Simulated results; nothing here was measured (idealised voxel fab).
The process module presented herein is designated voxel spacer lines.
cross-section cut | 140 nm wide | cells 5 nm
A cross-section in this document is a grid of square cells, and it is written down as bands, the top band listed before the ones below it; a band is made up of one or more rows of cells. This entry defines a band. It first specifies the height of the band's top and the height of its bottom in nm, and then specifies the band's materials from left to right, stating each material with its width in nm. The word "full width" identifies a single material that fills the band from edge to edge, while the word "blank" identifies empty space. Height is counted from the level 0, under which the received wafer is composed throughout of one material. The lowest of the bands is not closed at the bottom but continues downward, in the notation "0 nm and below". When a width is written as two numbers, as in "30->40", the first number is the width in the top row of cells of the band and the second is the width in its bottom row, and the width changes by the same amount from each row to the next. Where a step carries "identical to before", the cross-section came out of it unchanged, cell for cell. "Sealed voids" means: voids of 8 cells or more that are shut off from the top with no open way through. Written width x height at distance, distance from the left edge, in nm. Formally, on a step line, whatever follows the settings is a remark that the simulator itself makes on the step. When a step includes a mask, the "overlay nm" setting on its line states how far to the right of its planned place that mask lay, and negative values state how far to the left.

-- Here's what the planned process steps look like
1) RECEIVE with material Si
2) CONFORMAL_DEP with material SiO2, thk nm 5
3) DIRECTIONAL_DEP with material W, thk nm 20
4) DIRECTIONAL_DEP with material aC, thk nm 30
5) PATTERN with tone cover, mask id MANDREL, material resist, width nm 25, pitch nm 80, thk nm 40, overlay nm 0
6) DIRECTIONAL_ETCH with etch materials aC, depth nm 30
7) STRIP with etch materials resist
8) CONFORMAL_DEP with material SiN, thk nm 15
9) DIRECTIONAL_ETCH with etch materials SiN, depth nm 15
10) STRIP with etch materials aC
11) DIRECTIONAL_ETCH with etch materials W, depth nm 20
12) STRIP with etch materials SiN
13) FILL_DEP with material SiO2, thk nm 5
14) CMP with height nm 25

-- Here's what the wafer looked like in cross-section when it arrived - that's after step 1
	0 nm and below  Si full width
	Sealed voids: none

-- Module complete, cross-section. Starting point and plan per above. One mistake made in running the module
	20 nm to 5 nm  W 15 nm, then SiO2 25 nm, then W 15 nm, then SiO2 25 nm, then W 15 nm, then SiO2 25 nm, then W 15 nm, then SiO2 5 nm
	5 nm to 0 nm  SiO2 full width
	0 nm and below  Si full width
	Sealed voids: none
Finding, execution versus plan: the process deviated at step 14: the operation and settings actually run there were CMP with height nm 20
